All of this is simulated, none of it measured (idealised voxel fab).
You're looking at the process module voxel double patterning.
The width of the displayed cross-section, cut, is 255 nm; its cells are square, with a size of 5 nm.
A cross-section in this document is a grid of square cells, and it is written down as bands, the top band listed before the ones below it; a band is made up of one or more rows of cells.
Look at the band entry: it leads with the top's height and the bottom's height in nm. Then it lists the materials left to right, with a width in nm for each. The word "full width" on a single material says that material fills the band edge to edge. The word "blank" is empty space.
Heights are measured from 0, the level below which the as-received wafer is all one material; the lowest band has no bottom and continues downward, written as in "0..down".
When a width is written as two numbers, as in "30..40", the first number is the width in the top row of cells of the band and the second is the width in its bottom row, and the width changes by the same amount from each row to the next.
For the purposes of this document, the phrase "no modification" attached to a step denotes that no cell within the cross-section was modified by that step.
The entry titled "Enclosed cavities" provides the empty spaces that have no open way to the top, restricted to those of 8 cells or more. Each is presented as width x height at distance, the distance being measured from the left edge, with all three in nm.
Read whatever lies past the settings on a step's line as the simulator's own remark about the step.
"overlay nm" answers the question of how far to the right of plan the mask lay on a step that has a mask, and when it is negative the answer is to the left.
[Intended process steps]
1,RECEIVE, material Si
2,CONFORMAL_DEP, material SiN, thk nm 10
3,DIRECTIONAL_DEP, material SiO2, thk nm 15
4,DIRECTIONAL_DEP, material SiCN, thk nm 5
5,DIRECTIONAL_DEP, material aC, thk nm 5
6,PATTERN, tone open, mask id FIRST, material resist, width nm 15, pitch nm 50, thk nm 25, overlay nm 0
7,DIRECTIONAL_ETCH, etch materials aC, depth nm 10
8,STRIP, etch materials resist
9,DIRECTIONAL_ETCH, etch materials SiCN, depth nm 5
10,STRIP, etch materials aC
11,MASKED_ETCH, tone open, mask id SECOND, width nm 15, etch materials SiCN, depth nm 5, overlay nm 0
12,DIRECTIONAL_ETCH, etch materials SiO2, depth nm 15
13,STRIP, etch materials SiCN
The value of thk nm given for step 5 in the plan refers to the first wafer; the wafers vary in this setting and are alike at the start.
[Cut through the first of several wafers as received, post step 1]
- 0..down: Si full width
- Enclosed cavities: none
[The figure below presents a cross-section of the first of several wafers at the conclusion of the module, following its last step, step 13]
- 25..10: 95 SiO2  15 blank  10 SiO2  15 blank  10 SiO2  15 blank  95 SiO2
- 10..0: SiN full width
- 0..down: Si full width
- Enclosed cavities: none
[Cross-section, module end, final of several wafers]
- 25..10: 120 SiO2  15 blank  120 SiO2
- 10..0: SiN full width
- 0..down: Si full width
- Enclosed cavities: none
[Here is how to read the rows: every wafer has a row, and it shows the wafer at the end of the module, giving for each material how many cells were gained (+) or lost (-) since the wafer was received, then listing its closed voids]
thk nm 5; +102 SiN; +126 SiO2; Enclosed cavities: none
thk nm 10; +102 SiN; +126 SiO2; Enclosed cavities: none
thk nm 15; +102 SiN; +144 SiO2; Enclosed cavities: none
thk nm 20; +102 SiN; +144 SiO2; Enclosed cavities: none
thk nm 25; +102 SiN; +144 SiO2; Enclosed cavities: none
